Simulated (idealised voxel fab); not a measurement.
Process module, titled voxel capacitor over wiring
The cross-section on display is named cut; it measures 210 nm wide, and its cells are 5 nm squares.
If you're reading a cross-section in this doc, picture square cells in a grid; it comes to you as bands, top ones listed first down to the bottom, and a band can be one or more rows of cells. Each band's line starts with the height of the band's top and of its bottom, in nm. Then come its materials from left to right, each with its width in nm. One material with "throughout" fills the band from edge to edge. "air" is empty space. Heights are reckoned from 0. Under this level, the received wafer is all of one material. The bottommost band is open-ended downward, for example "0 nm and below". Width spec "30->40" -> top row of cells at first value, bottom row at second value, equal per-row change in between. Reading "nothing got changed" for a step: not a cell of the cross-section changed in it. Heads up: "Trapped void list" only lists the empty pockets with no open path to the top that are 8 cells or more, and it writes them as width x height at distance, distance from the left edge, in nm. If you see something after the settings on a step's line, that's the simulator's own remark about that step. overlay nm: right-of-plan distance of the mask on a masked step; negative values mean left-of-plan.
# Here's what the planned process steps look like
- 1: RECEIVE, material Si
- 2: CONFORMAL_DEP, material SiO2, thk nm 10
- 3: CONFORMAL_DEP, material SiCN, thk nm 5
- 4: DIRECTIONAL_DEP, material lowk, thk nm 15
- 5: MASKED_ETCH, tone open, mask id METAL_1, width nm 30, pitch nm 95, etch materials lowk, depth nm 15, overlay nm 0
- 6: MASKED_ETCH, tone open, mask id METAL_1, width nm 30, pitch nm 95, etch materials SiCN, depth nm 5, overlay nm 0
- 7: CONFORMAL_DEP, material TiN, thk nm 5
- 8: FILL_DEP, material Ru, thk nm 5
- 9: CMP, height nm 30
- 10: CONFORMAL_DEP, material SiCN, thk nm 5
- 11: DIRECTIONAL_DEP, material lowk, thk nm 15
- 12: PATTERN, tone open, mask id PLUG_1, material resist, width nm 15, thk nm 15, overlay nm 0
- 13: DIRECTIONAL_ETCH, etch materials lowk, depth nm 15
- 14: DIRECTIONAL_ETCH, etch materials SiCN, depth nm 5
- 15: STRIP, etch materials resist
- 16: CONFORMAL_DEP, material TiN, thk nm 5
- 17: FILL_DEP, material Ru, thk nm 10
- 18: CMP, height nm 50
- 19: DIRECTIONAL_DEP, material TiN, thk nm 5
- 20: DIRECTIONAL_DEP, material Al2O3, thk nm 5
- 21: DIRECTIONAL_DEP, material TiN, thk nm 5
- 22: PATTERN, tone cover, mask id UPPER_PLATE, material resist, width nm 70, thk nm 20, overlay nm 0
- 23: DIRECTIONAL_ETCH, etch materials TiN, depth nm 5
- 24: DIRECTIONAL_ETCH, etch materials Al2O3, depth nm 5
- 25: STRIP, etch materials resist
- 26: MASKED_ETCH, tone cover, mask id LOWER_PLATE, width nm 80, etch materials TiN, depth nm 5, overlay nm 0
- 27: FILL_DEP, material SiO2, thk nm 15
- 28: CMP, height nm 75
- 29: MASKED_ETCH, tone open, mask id PLUG_2, width nm 15, etch materials SiO2, depth nm 10, overlay nm 0
- 30: CONFORMAL_DEP, material TiN, thk nm 5
- 31: FILL_DEP, material W, thk nm 10
- 32: CMP, height nm 75
- 33: CONFORMAL_DEP, material SiCN, thk nm 5
# Run as planned: first of two wafers
# Cross-section of the wafer at receipt, which is the condition after step 1
* 0 nm and below = Si throughout
* Trapped void list: none
# State of the wafer after step 2, shown in cross-section
* 10 nm to 0 nm = SiO2 throughout
* Everything under 0 stays put, no change at all.
# State of the wafer after step 3, shown in cross-section
* 15 nm to 10 nm = SiCN throughout
* Everything under 10 stays put, no change at all.
# State of the wafer after step 4, shown in cross-section
* 30 nm to 15 nm = lowk throughout
* Everything under 15 stays put, no change at all.
# State of the wafer after step 5, shown in cross-section
* 30 nm to 15 nm = lowk (40) / air (30) / lowk (65) / air (30) / lowk (45)
* Everything under 15 stays put, no change at all.
# State of the wafer after step 6, shown in cross-section
* 30 nm to 15 nm = lowk (40) / air (30) / lowk (65) / air (30) / lowk (45)
* 15 nm to 10 nm = SiCN (40) / air (30) / SiCN (65) / air (30) / SiCN (45)
* Everything under 10 stays put, no change at all.
# State of the wafer after step 7, shown in cross-section
* 35 nm to 30 nm = TiN (45) / air (20) / TiN (75) / air (20) / TiN (50)
* 30 nm to 15 nm = lowk (40) / TiN (5) / air (20) / TiN (5) / lowk (65) / TiN (5) / air (20) / TiN (5) / lowk (45)
* 15 nm to 10 nm = SiCN (40) / TiN (30) / SiCN (65) / TiN (30) / SiCN (45)
* Everything under 10 stays put, no change at all.
# State of the wafer after step 8, shown in cross-section
* 40 nm to 35 nm = Ru throughout
* 35 nm to 30 nm = TiN (45) / Ru (20) / TiN (75) / Ru (20) / TiN (50)
* 30 nm to 15 nm = lowk (40) / TiN (5) / Ru (20) / TiN (5) / lowk (65) / TiN (5) / Ru (20) / TiN (5) / lowk (45)
* Everything under 15 stays put, no change at all.
# State of the wafer after step 9, shown in cross-section
* 30 nm to 15 nm = lowk (40) / TiN (5) / Ru (20) / TiN (5) / lowk (65) / TiN (5) / Ru (20) / TiN (5) / lowk (45)
* Everything under 15 stays put, no change at all.
# State of the wafer after step 10, shown in cross-section
* 35 nm to 30 nm = SiCN throughout
* Everything under 30 stays put, no change at all.
# State of the wafer after step 11, shown in cross-section
* 50 nm to 35 nm = lowk throughout
* Everything under 35 stays put, no change at all.
# State of the wafer after step 12, shown in cross-section
* 65 nm to 50 nm = resist (55) / air (15) / resist (140)
* Everything under 50 stays put, no change at all.
# State of the wafer after step 13, shown in cross-section
* 65 nm to 50 nm = resist (55) / air (15) / resist (140)
* 50 nm to 35 nm = lowk (55) / air (15) / lowk (140)
* Everything under 35 stays put, no change at all.
# State of the wafer after step 14, shown in cross-section
* 65 nm to 50 nm = resist (55) / air (15) / resist (140)
* 50 nm to 35 nm = lowk (55) / air (15) / lowk (140)
* 35 nm to 30 nm = SiCN (55) / air (15) / SiCN (140)
* Everything under 30 stays put, no change at all.
# State of the wafer after step 15, shown in cross-section
* 50 nm to 35 nm = lowk (55) / air (15) / lowk (140)
* Everything under 35 stays put, no change at all.
# State of the wafer after step 16, shown in cross-section
* 55 nm to 50 nm = TiN (60) / air (5) / TiN (145)
* 50 nm to 35 nm = lowk (55) / TiN (5) / air (5) / TiN (5) / lowk (140)
* 35 nm to 30 nm = SiCN (55) / TiN (15) / SiCN (140)
* Everything under 30 stays put, no change at all.
# State of the wafer after step 17, shown in cross-section
* 65 nm to 55 nm = Ru throughout
* 55 nm to 50 nm = TiN (60) / Ru (5) / TiN (145)
* 50 nm to 35 nm = lowk (55) / TiN (5) / Ru (5) / TiN (5) / lowk (140)
* Everything under 35 stays put, no change at all.
# State of the wafer after step 18, shown in cross-section
* 50 nm to 35 nm = lowk (55) / TiN (5) / Ru (5) / TiN (5) / lowk (140)
* Everything under 35 stays put, no change at all.
# State of the wafer after step 19, shown in cross-section
* 55 nm to 50 nm = TiN throughout
* Everything under 50 stays put, no change at all.
# State of the wafer after step 20, shown in cross-section
* 60 nm to 55 nm = Al2O3 throughout
* Everything under 55 stays put, no change at all.
# State of the wafer after step 21, shown in cross-section
* 65 nm to 60 nm = TiN throughout
* Everything under 60 stays put, no change at all.
# State of the wafer after step 22, shown in cross-section
* 85 nm to 65 nm = air (55) / resist (70) / air (85)
* Everything under 65 stays put, no change at all.
# State of the wafer after step 23, shown in cross-section
* 85 nm to 65 nm = air (55) / resist (70) / air (85)
* 65 nm to 60 nm = air (55) / TiN (70) / air (85)
* Everything under 60 stays put, no change at all.
# State of the wafer after step 24, shown in cross-section
* 85 nm to 65 nm = air (55) / resist (70) / air (85)
* 65 nm to 60 nm = air (55) / TiN (70) / air (85)
* 60 nm to 55 nm = air (55) / Al2O3 (70) / air (85)
* Everything under 55 stays put, no change at all.
# State of the wafer after step 25, shown in cross-section
* 65 nm to 60 nm = air (55) / TiN (70) / air (85)
* Everything under 60 stays put, no change at all.
# State of the wafer after step 26, shown in cross-section
* 65 nm to 60 nm = air (55) / TiN (70) / air (85)
* 60 nm to 55 nm = air (55) / Al2O3 (70) / air (85)
* 55 nm to 50 nm = air (50) / TiN (80) / air (80)
* Everything under 50 stays put, no change at all.
# State of the wafer after step 27, shown in cross-section
* 80 nm to 65 nm = SiO2 throughout
* 65 nm to 60 nm = SiO2 (55) / TiN (70) / SiO2 (85)
* 60 nm to 55 nm = SiO2 (55) / Al2O3 (70) / SiO2 (85)
* 55 nm to 50 nm = SiO2 (50) / TiN (80) / SiO2 (80)
* Everything under 50 stays put, no change at all.
# State of the wafer after step 28, shown in cross-section
* 75 nm to 65 nm = SiO2 throughout
* Everything under 65 stays put, no change at all.
# State of the wafer after step 29, shown in cross-section
* 75 nm to 65 nm = SiO2 (65) / air (15) / SiO2 (130)
* Everything under 65 stays put, no change at all.
# State of the wafer after step 30, shown in cross-section
* 80 nm to 75 nm = TiN (70) / air (5) / TiN (135)
* 75 nm to 70 nm = SiO2 (65) / TiN (5) / air (5) / TiN (5) / SiO2 (130)
* 70 nm to 60 nm = SiO2 (65->55) / TiN (15->70) / SiO2 (130->85)
* Everything under 60 stays put, no change at all.
# State of the wafer after step 31, shown in cross-section
* 90 nm to 80 nm = W throughout
* 80 nm to 75 nm = TiN (70) / W (5) / TiN (135)
* 75 nm to 70 nm = SiO2 (65) / TiN (5) / W (5) / TiN (5) / SiO2 (130)
* Everything under 70 stays put, no change at all.
# State of the wafer after step 32, shown in cross-section
* 75 nm to 70 nm = SiO2 (65) / TiN (5) / W (5) / TiN (5) / SiO2 (130)
* Everything under 70 stays put, no change at all.
# State of the wafer after step 33, shown in cross-section
* 80 nm to 75 nm = SiCN throughout
* Everything under 75 stays put, no change at all.
# Second of two: same start, same plan, one run error; steps up to and including 1 match the first
# The second wafer in cross-section, at the planned close of step 2
* 10 nm to 0 nm = Al2O3 throughout
* Everything under 0 stays put, no change at all.
# The second wafer in cross-section, at the planned close of step 3
* 15 nm to 10 nm = SiCN throughout
* Everything under 10 stays put, no change at all.
# The second wafer in cross-section, at the planned close of step 4
* 30 nm to 15 nm = lowk throughout
* Everything under 15 stays put, no change at all.
# The second wafer in cross-section, at the planned close of step 5
* 30 nm to 15 nm = lowk (40) / air (30) / lowk (65) / air (30) / lowk (45)
* Everything under 15 stays put, no change at all.
# The second wafer in cross-section, at the planned close of step 6
* 30 nm to 15 nm = lowk (40) / air (30) / lowk (65) / air (30) / lowk (45)
* 15 nm to 10 nm = SiCN (40) / air (30) / SiCN (65) / air (30) / SiCN (45)
* Everything under 10 stays put, no change at all.
# The second wafer in cross-section, at the planned close of step 7
* 35 nm to 30 nm = TiN (45) / air (20) / TiN (75) / air (20) / TiN (50)
* 30 nm to 15 nm = lowk (40) / TiN (5) / air (20) / TiN (5) / lowk (65) / TiN (5) / air (20) / TiN (5) / lowk (45)
* 15 nm to 10 nm = SiCN (40) / TiN (30) / SiCN (65) / TiN (30) / SiCN (45)
* Everything under 10 stays put, no change at all.
# The second wafer in cross-section, at the planned close of step 8
* 40 nm to 35 nm = Ru throughout
* 35 nm to 30 nm = TiN (45) / Ru (20) / TiN (75) / Ru (20) / TiN (50)
* 30 nm to 15 nm = lowk (40) / TiN (5) / Ru (20) / TiN (5) / lowk (65) / TiN (5) / Ru (20) / TiN (5) / lowk (45)
* Everything under 15 stays put, no change at all.
# The second wafer in cross-section, at the planned close of step 9
* 30 nm to 15 nm = lowk (40) / TiN (5) / Ru (20) / TiN (5) / lowk (65) / TiN (5) / Ru (20) / TiN (5) / lowk (45)
* Everything under 15 stays put, no change at all.
# The second wafer in cross-section, at the planned close of step 10
* 35 nm to 30 nm = SiCN throughout
* Everything under 30 stays put, no change at all.
# The second wafer in cross-section, at the planned close of step 11
* 50 nm to 35 nm = lowk throughout
* Everything under 35 stays put, no change at all.
# The second wafer in cross-section, at the planned close of step 12
* 65 nm to 50 nm = resist (55) / air (15) / resist (140)
* Everything under 50 stays put, no change at all.
# The second wafer in cross-section, at the planned close of step 13
* 65 nm to 50 nm = resist (55) / air (15) / resist (140)
* 50 nm to 35 nm = lowk (55) / air (15) / lowk (140)
* Everything under 35 stays put, no change at all.
# The second wafer in cross-section, at the planned close of step 14
* 65 nm to 50 nm = resist (55) / air (15) / resist (140)
* 50 nm to 35 nm = lowk (55) / air (15) / lowk (140)
* 35 nm to 30 nm = SiCN (55) / air (15) / SiCN (140)
* Everything under 30 stays put, no change at all.
# The second wafer in cross-section, at the planned close of step 15
* 50 nm to 35 nm = lowk (55) / air (15) / lowk (140)
* Everything under 35 stays put, no change at all.
# The second wafer in cross-section, at the planned close of step 16
* 55 nm to 50 nm = TiN (60) / air (5) / TiN (145)
* 50 nm to 35 nm = lowk (55) / TiN (5) / air (5) / TiN (5) / lowk (140)
* 35 nm to 30 nm = SiCN (55) / TiN (15) / SiCN (140)
* Everything under 30 stays put, no change at all.
# The second wafer in cross-section, at the planned close of step 17
* 65 nm to 55 nm = Ru throughout
* 55 nm to 50 nm = TiN (60) / Ru (5) / TiN (145)
* 50 nm to 35 nm = lowk (55) / TiN (5) / Ru (5) / TiN (5) / lowk (140)
* Everything under 35 stays put, no change at all.
# The second wafer in cross-section, at the planned close of step 18
* 50 nm to 35 nm = lowk (55) / TiN (5) / Ru (5) / TiN (5) / lowk (140)
* Everything under 35 stays put, no change at all.
# The second wafer in cross-section, at the planned close of step 19
* 55 nm to 50 nm = TiN throughout
* Everything under 50 stays put, no change at all.
# The second wafer in cross-section, at the planned close of step 20
* 60 nm to 55 nm = Al2O3 throughout
* Everything under 55 stays put, no change at all.
# The second wafer in cross-section, at the planned close of step 21
* 65 nm to 60 nm = TiN throughout
* Everything under 60 stays put, no change at all.
# The second wafer in cross-section, at the planned close of step 22
* 85 nm to 65 nm = air (55) / resist (70) / air (85)
* Everything under 65 stays put, no change at all.
# The second wafer in cross-section, at the planned close of step 23
* 85 nm to 65 nm = air (55) / resist (70) / air (85)
* 65 nm to 60 nm = air (55) / TiN (70) / air (85)
* Everything under 60 stays put, no change at all.
# The second wafer in cross-section, at the planned close of step 24
* 85 nm to 65 nm = air (55) / resist (70) / air (85)
* 65 nm to 60 nm = air (55) / TiN (70) / air (85)
* 60 nm to 55 nm = air (55) / Al2O3 (70) / air (85)
* Everything under 55 stays put, no change at all.
# The second wafer in cross-section, at the planned close of step 25
* 65 nm to 60 nm = air (55) / TiN (70) / air (85)
* Everything under 60 stays put, no change at all.
# The second wafer in cross-section, at the planned close of step 26
* 65 nm to 60 nm = air (55) / TiN (70) / air (85)
* 60 nm to 55 nm = air (55) / Al2O3 (70) / air (85)
* 55 nm to 50 nm = air (50) / TiN (80) / air (80)
* Everything under 50 stays put, no change at all.
# The second wafer in cross-section, at the planned close of step 27
* 80 nm to 65 nm = SiO2 throughout
* 65 nm to 60 nm = SiO2 (55) / TiN (70) / SiO2 (85)
* 60 nm to 55 nm = SiO2 (55) / Al2O3 (70) / SiO2 (85)
* 55 nm to 50 nm = SiO2 (50) / TiN (80) / SiO2 (80)
* Everything under 50 stays put, no change at all.
# The second wafer in cross-section, at the planned close of step 28
* 75 nm to 65 nm = SiO2 throughout
* Everything under 65 stays put, no change at all.
# The second wafer in cross-section, at the planned close of step 29
* 75 nm to 65 nm = SiO2 (65) / air (15) / SiO2 (130)
* Everything under 65 stays put, no change at all.
# The second wafer in cross-section, at the planned close of step 30
* 80 nm to 75 nm = TiN (70) / air (5) / TiN (135)
* 75 nm to 70 nm = SiO2 (65) / TiN (5) / air (5) / TiN (5) / SiO2 (130)
* 70 nm to 60 nm = SiO2 (65->55) / TiN (15->70) / SiO2 (130->85)
* Everything under 60 stays put, no change at all.
# The second wafer in cross-section, at the planned close of step 31
* 90 nm to 80 nm = W throughout
* 80 nm to 75 nm = TiN (70) / W (5) / TiN (135)
* 75 nm to 70 nm = SiO2 (65) / TiN (5) / W (5) / TiN (5) / SiO2 (130)
* Everything under 70 stays put, no change at all.
# The second wafer in cross-section, at the planned close of step 32
* 75 nm to 70 nm = SiO2 (65) / TiN (5) / W (5) / TiN (5) / SiO2 (130)
* Everything under 70 stays put, no change at all.
# The second wafer in cross-section, at the planned close of step 33
* 80 nm to 75 nm = SiCN throughout
* Everything under 75 stays put, no change at all.
Short version of what went wrong: rather than as planned, step 2 actually ran as CONFORMAL_DEP, material Al2O3, thk nm 10
End check, counted in cells, second wafer has more or fewer of these materials than the first: Al2O3: 84 more | SiO2: 84 fewer
